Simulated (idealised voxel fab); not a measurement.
Herein follows the process module entitled voxel gate over fins.
We display cut, a cross-section 285 nm in width whose square cells are each 5 nm.
Format of a cross-section: grid, square cells. Given as bands. Order: top down. Band: one or more rows of cells.
Look at the band entry: it leads with the top's height and the bottom's height in nm. Then it lists the materials left to right, with a width in nm for each. The word "all across" on a single material says that material fills the band edge to edge. The word "blank" is empty space.
Below 0: as-received wafer, all one material; heights counted from there. Lowest band: no bottom, goes on down, written "top 0, no bottom".
Think of "30..40" as a width that walks from the first number to the second as you go down the band, top row to bottom row, taking equal-sized steps from row to row.
"remained unchanged" means the step left every cell of the cross-section as it was.
"Enclosed void inventory" means: voids of 8 cells or more that are shut off from the top with no open way through. Written width x height at distance, distance from the left edge, in nm.
If you see something after the settings on a step's line, that's the simulator's own remark about that step.
The setting "overlay nm" may be written on the line of a step. When the step uses a mask, the value reports how far to the right of the planned place the mask lay, and a negative value reports that it lay to the left.

## Planned step list for the process
1. RECEIVE [material Si]
2. CONFORMAL_DEP [material SiN] [thk nm 10]
3. MASKED_ETCH [tone cover] [mask id FINS] [width nm 15] [pitch nm 40] [etch materials SiN] [depth nm 10] [overlay nm 0]
4. MASKED_ETCH [tone cover] [mask id FINS] [width nm 15] [pitch nm 40] [etch materials Si] [depth nm 40] [overlay nm 0]
5. OXIDIZE [depth nm 5]
6. FILL_DEP [material SiO2] [thk nm 10]
7. CMP [height nm 10]
8. SELECTIVE_ETCH [etch materials SiO2] [depth nm 25]
9. STRIP [etch materials SiN]
10. CONFORMAL_DEP [material HfO2] [thk nm 5]
11. CONFORMAL_DEP [material TiN] [thk nm 5]
12. FILL_DEP [material W] [thk nm 15]
13. CMP [height nm 20]
14. CONFORMAL_DEP [material SiN] [thk nm 5]

## First of the two wafers, run per plan

## As-received state of the wafer in cross-section, equivalent to post-step 1
> top 0, no bottom: Si all across
> Enclosed void inventory: none

## Sectional view: wafer, after step 2
> top 10, bottom 0: SiN all across
> below 0: unchanged

## Sectional view: wafer, after step 3
> top 10, bottom 0: 75 of blank  15 of SiN  25 of blank  15 of SiN  25 of blank  15 of SiN  25 of blank  15 of SiN  75 of blank
> below 0: unchanged

## Sectional view: wafer, after step 4
> top 10, bottom 0: 75 of blank  15 of SiN  25 of blank  15 of SiN  25 of blank  15 of SiN  25 of blank  15 of SiN  75 of blank
> top 0, bottom -40: 75 of blank  15 of Si  25 of blank  15 of Si  25 of blank  15 of Si  25 of blank  15 of Si  75 of blank
> below -40: unchanged

## Sectional view: wafer, after step 5
> top 10, bottom 0: 75 of blank  15 of SiN  25 of blank  15 of SiN  25 of blank  15 of SiN  25 of blank  15 of SiN  75 of blank
> top 0, bottom -40: 75 of blank  5 of SiO2  5 of Si  5 of SiO2  25 of blank  5 of SiO2  5 of Si  5 of SiO2  25 of blank  5 of SiO2  5 of Si  5 of SiO2  25 of blank  5 of SiO2  5 of Si  5 of SiO2  75 of blank
> top -40, bottom -45: 80 of SiO2  5 of Si  35 of SiO2  5 of Si  35 of SiO2  5 of Si  35 of SiO2  5 of Si  80 of SiO2
> below -45: unchanged

## Sectional view: wafer, after step 6
> top 20, bottom 10: SiO2 all across
> top 10, bottom 0: 75 of SiO2  15 of SiN  25 of SiO2  15 of SiN  25 of SiO2  15 of SiN  25 of SiO2  15 of SiN  75 of SiO2
> top 0, bottom -45: 80 of SiO2  5 of Si  35 of SiO2  5 of Si  35 of SiO2  5 of Si  35 of SiO2  5 of Si  80 of SiO2
> below -45: unchanged

## Sectional view: wafer, after step 7
> top 10, bottom 0: 75 of SiO2  15 of SiN  25 of SiO2  15 of SiN  25 of SiO2  15 of SiN  25 of SiO2  15 of SiN  75 of SiO2
> below 0: unchanged

## Sectional view: wafer, after step 8
> top 10, bottom 0: 75 of blank  15 of SiN  25 of blank  15 of SiN  25 of blank  15 of SiN  25 of blank  15 of SiN  75 of blank
> top 0, bottom -15: 80 of blank  5 of Si  35 of blank  5 of Si  35 of blank  5 of Si  35 of blank  5 of Si  80 of blank
> below -15: unchanged

## Sectional view: wafer, after step 9
> top 0, bottom -15: 80 of blank  5 of Si  35 of blank  5 of Si  35 of blank  5 of Si  35 of blank  5 of Si  80 of blank
> below -15: unchanged

## Sectional view: wafer, after step 10
> top 5, bottom 0: 75 of blank  15 of HfO2  25 of blank  15 of HfO2  25 of blank  15 of HfO2  25 of blank  15 of HfO2  75 of blank
> top 0, bottom -10: 75 of blank  5 of HfO2  5 of Si  5 of HfO2  25 of blank  5 of HfO2  5 of Si  5 of HfO2  25 of blank  5 of HfO2  5 of Si  5 of HfO2  25 of blank  5 of HfO2  5 of Si  5 of HfO2  75 of blank
> top -10, bottom -15: 80 of HfO2  5 of Si  35 of HfO2  5 of Si  35 of HfO2  5 of Si  35 of HfO2  5 of Si  80 of HfO2
> below -15: unchanged

## Sectional view: wafer, after step 11
> top 10, bottom 5: 70 of blank  25 of TiN  15 of blank  25 of TiN  15 of blank  25 of TiN  15 of blank  25 of TiN  70 of blank
> top 5, bottom 0: 70 of blank  5 of TiN  15 of HfO2  5 of TiN  15 of blank  5 of TiN  15 of HfO2  5 of TiN  15 of blank  5 of TiN  15 of HfO2  5 of TiN  15 of blank  5 of TiN  15 of HfO2  5 of TiN  70 of blank
> top 0, bottom -5: 70 of blank  5 of TiN  5 of HfO2  5 of Si  5 of HfO2  5 of TiN  15 of blank  5 of TiN  5 of HfO2  5 of Si  5 of HfO2  5 of TiN  15 of blank  5 of TiN  5 of HfO2  5 of Si  5 of HfO2  5 of TiN  15 of blank  5 of TiN  5 of HfO2  5 of Si  5 of HfO2  5 of TiN  70 of blank
> top -5, bottom -10: 75 of TiN  5 of HfO2  5 of Si  5 of HfO2  25 of TiN  5 of HfO2  5 of Si  5 of HfO2  25 of TiN  5 of HfO2  5 of Si  5 of HfO2  25 of TiN  5 of HfO2  5 of Si  5 of HfO2  75 of TiN
> below -10: unchanged

## Sectional view: wafer, after step 12
> top 25, bottom 10: W all across
> top 10, bottom 5: 70 of W  25 of TiN  15 of W  25 of TiN  15 of W  25 of TiN  15 of W  25 of TiN  70 of W
> top 5, bottom 0: 70 of W  5 of TiN  15 of HfO2  5 of TiN  15 of W  5 of TiN  15 of HfO2  5 of TiN  15 of W  5 of TiN  15 of HfO2  5 of TiN  15 of W  5 of TiN  15 of HfO2  5 of TiN  70 of W
> top 0, bottom -5: 70 of W  5 of TiN  5 of HfO2  5 of Si  5 of HfO2  5 of TiN  15 of W  5 of TiN  5 of HfO2  5 of Si  5 of HfO2  5 of TiN  15 of W  5 of TiN  5 of HfO2  5 of Si  5 of HfO2  5 of TiN  15 of W  5 of TiN  5 of HfO2  5 of Si  5 of HfO2  5 of TiN  70 of W
> below -5: unchanged

## Sectional view: wafer, after step 13
> top 20, bottom 10: W all across
> below 10: unchanged

## Sectional view: wafer, after step 14
> top 25, bottom 20: SiN all across
> below 20: unchanged

## Second wafer: same start and same plan as the first, one execution error; identical to the first through step 7

## Second wafer: cross-section at the scheduled end of step 8
> top 10, bottom 0: 75 of blank  15 of SiN  25 of blank  15 of SiN  25 of blank  15 of SiN  25 of blank  15 of SiN  75 of blank
> top 0, bottom -40: 80 of blank  5 of Si  35 of blank  5 of Si  35 of blank  5 of Si  35 of blank  5 of Si  80 of blank
> below -40: unchanged

## Second wafer: cross-section at the scheduled end of step 9
> top 0, bottom -40: 80 of blank  5 of Si  35 of blank  5 of Si  35 of blank  5 of Si  35 of blank  5 of Si  80 of blank
> below -40: unchanged

## Second wafer: cross-section at the scheduled end of step 10
> top 5, bottom 0: 75 of blank  15 of HfO2  25 of blank  15 of HfO2  25 of blank  15 of HfO2  25 of blank  15 of HfO2  75 of blank
> top 0, bottom -35: 75 of blank  5 of HfO2  5 of Si  5 of HfO2  25 of blank  5 of HfO2  5 of Si  5 of HfO2  25 of blank  5 of HfO2  5 of Si  5 of HfO2  25 of blank  5 of HfO2  5 of Si  5 of HfO2  75 of blank
> top -35, bottom -40: 80 of HfO2  5 of Si  35 of HfO2  5 of Si  35 of HfO2  5 of Si  35 of HfO2  5 of Si  80 of HfO2
> below -40: unchanged

## Second wafer: cross-section at the scheduled end of step 11
> top 10, bottom 5: 70 of blank  25 of TiN  15 of blank  25 of TiN  15 of blank  25 of TiN  15 of blank  25 of TiN  70 of blank
> top 5, bottom 0: 70 of blank  5 of TiN  15 of HfO2  5 of TiN  15 of blank  5 of TiN  15 of HfO2  5 of TiN  15 of blank  5 of TiN  15 of HfO2  5 of TiN  15 of blank  5 of TiN  15 of HfO2  5 of TiN  70 of blank
> top 0, bottom -30: 70 of blank  5 of TiN  5 of HfO2  5 of Si  5 of HfO2  5 of TiN  15 of blank  5 of TiN  5 of HfO2  5 of Si  5 of HfO2  5 of TiN  15 of blank  5 of TiN  5 of HfO2  5 of Si  5 of HfO2  5 of TiN  15 of blank  5 of TiN  5 of HfO2  5 of Si  5 of HfO2  5 of TiN  70 of blank
> top -30, bottom -35: 75 of TiN  5 of HfO2  5 of Si  5 of HfO2  25 of TiN  5 of HfO2  5 of Si  5 of HfO2  25 of TiN  5 of HfO2  5 of Si  5 of HfO2  25 of TiN  5 of HfO2  5 of Si  5 of HfO2  75 of TiN
> below -35: unchanged

## Second wafer: cross-section at the scheduled end of step 12
> top 25, bottom 10: W all across
> top 10, bottom 5: 70 of W  25 of TiN  15 of W  25 of TiN  15 of W  25 of TiN  15 of W  25 of TiN  70 of W
> top 5, bottom 0: 70 of W  5 of TiN  15 of HfO2  5 of TiN  15 of W  5 of TiN  15 of HfO2  5 of TiN  15 of W  5 of TiN  15 of HfO2  5 of TiN  15 of W  5 of TiN  15 of HfO2  5 of TiN  70 of W
> top 0, bottom -30: 70 of W  5 of TiN  5 of HfO2  5 of Si  5 of HfO2  5 of TiN  15 of W  5 of TiN  5 of HfO2  5 of Si  5 of HfO2  5 of TiN  15 of W  5 of TiN  5 of HfO2  5 of Si  5 of HfO2  5 of TiN  15 of W  5 of TiN  5 of HfO2  5 of Si  5 of HfO2  5 of TiN  70 of W
> below -30: unchanged

## Second wafer: cross-section at the scheduled end of step 13
> top 20, bottom 10: W all across
> below 10: unchanged

## Second wafer: cross-section at the scheduled end of step 14
> top 25, bottom 20: SiN all across
> below 20: unchanged
Which mistake was made when the wafer was run? yeah, plan step 8 got run twice
Materials where the second wafer ends with more or fewer cells than the first: +40 HfO2, -265 SiO2, +40 TiN, +185 W
